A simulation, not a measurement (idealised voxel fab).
Module name: voxel ribs on slabs (process module)
We display cut, a cross-section 160 nm in width whose square cells are each 5 nm.
Cross-section format: a grid of square cells, given as bands from top to bottom; each band is one or more rows of cells. Read a band's entry like this: the first values are the height of its top and the height of its bottom in nm, and what follows is the sequence of materials from left to right, each with its width in nm. Note that "blank" is empty space, and that a single material marked "all across" reaches across the band from edge to edge. Where do heights start? At 0: under that level the wafer as delivered is made of one material only. And the lowest band has no floor; it just carries on downward, as in "0 and below". Note: "30 to 40" means the width goes from the first number (top row of the band) to the second number (bottom row) in equal steps per row of cells. You'll sometimes find "same as before" written for a step, and that's the way of saying that nowhere in the cross-section did a cell change during that step. Any empty space of 8 cells or more lacking an open way to the top shows up in "Enclosed void list" as width x height at distance, distance from the left edge, in nm. Text after the settings on a step's line: the simulator's own remark on that step. "overlay nm" answers the question of how far to the right of plan the mask lay on a step that has a mask, and when it is negative the answer is to the left.

Process steps (planned)
step 1: RECEIVE | material Si
step 2: DIRECTIONAL_DEP | material SiO2 | thk nm 25
step 3: DIRECTIONAL_DEP | material SiN | thk nm 20
step 4: DIRECTIONAL_DEP | material aC | thk nm 10
step 5: PATTERN | tone cover | mask id RIB | material resist | width nm 30 | thk nm 30 | overlay nm 0
step 6: DIRECTIONAL_ETCH | etch materials aC | depth nm 10
step 7: STRIP | etch materials resist
step 8: DIRECTIONAL_ETCH | etch materials SiN | depth nm 10
step 9: STRIP | etch materials aC
step 10: DIRECTIONAL_DEP | material aC | thk nm 15
step 11: PATTERN | tone cover | mask id SLAB | material resist | width nm 90 | thk nm 30 | overlay nm 0
step 12: DIRECTIONAL_ETCH | etch materials aC | depth nm 15
step 13: STRIP | etch materials resist
step 14: DIRECTIONAL_ETCH | etch materials SiN | depth nm 10
step 15: STRIP | etch materials aC
step 16: FILL_DEP | material SiO2 | thk nm 25
step 17: CMP | height nm 65
step 18: DIRECTIONAL_DEP | material TiN | thk nm 5
step 19: DIRECTIONAL_DEP | material aC | thk nm 15
step 20: PATTERN | tone cover | mask id HEATER | material resist | width nm 40 | thk nm 30 | overlay nm 0
step 21: DIRECTIONAL_ETCH | etch materials aC | depth nm 15
step 22: STRIP | etch materials resist
step 23: DIRECTIONAL_ETCH | etch materials TiN | depth nm 5
step 24: STRIP | etch materials aC
step 25: CONFORMAL_DEP | material SiN | thk nm 5

Received-state cross-section, reflecting completion of step 1
	0 and below  Si all across
	Enclosed void list: none

First of two wafers at the end of the module, shown in cross-section; run carried out as planned
	75 down to 70  blank (55); SiN (50); blank (55)
	70 down to 65  SiN (60); TiN (40); SiN (60)
	65 down to 45  SiO2 all across
	45 down to 35  SiO2 (65); SiN (30); SiO2 (65)
	35 down to 25  SiO2 (35); SiN (90); SiO2 (35)
	25 down to 0  SiO2 all across
	0 and below  Si all across
	Enclosed void list: none

End-of-module cross-section of the second wafer: identical starting point and process plan to the first, with one processing mistake
	75 down to 70  blank (55); SiN (50); blank (55)
	70 down to 65  SiN (60); TiN (40); SiN (60)
	65 down to 45  SiO2 all across
	45 down to 35  SiO2 (35); SiN (30); SiO2 (30); SiN (30); SiO2 (35)
	35 down to 25  SiN all across
	25 down to 0  SiO2 all across
	0 and below  Si all across
	Enclosed void list: none
The mistake made against the process plan was this: the process deviated at step 5: the operation and settings actually run there were PATTERN | tone open | mask id RIB | material resist | width nm 30 | thk nm 30 | overlay nm 0
Final wafer comparison in cells, second versus first, more or fewer per material: SiN: 40 more, SiO2: 40 fewer
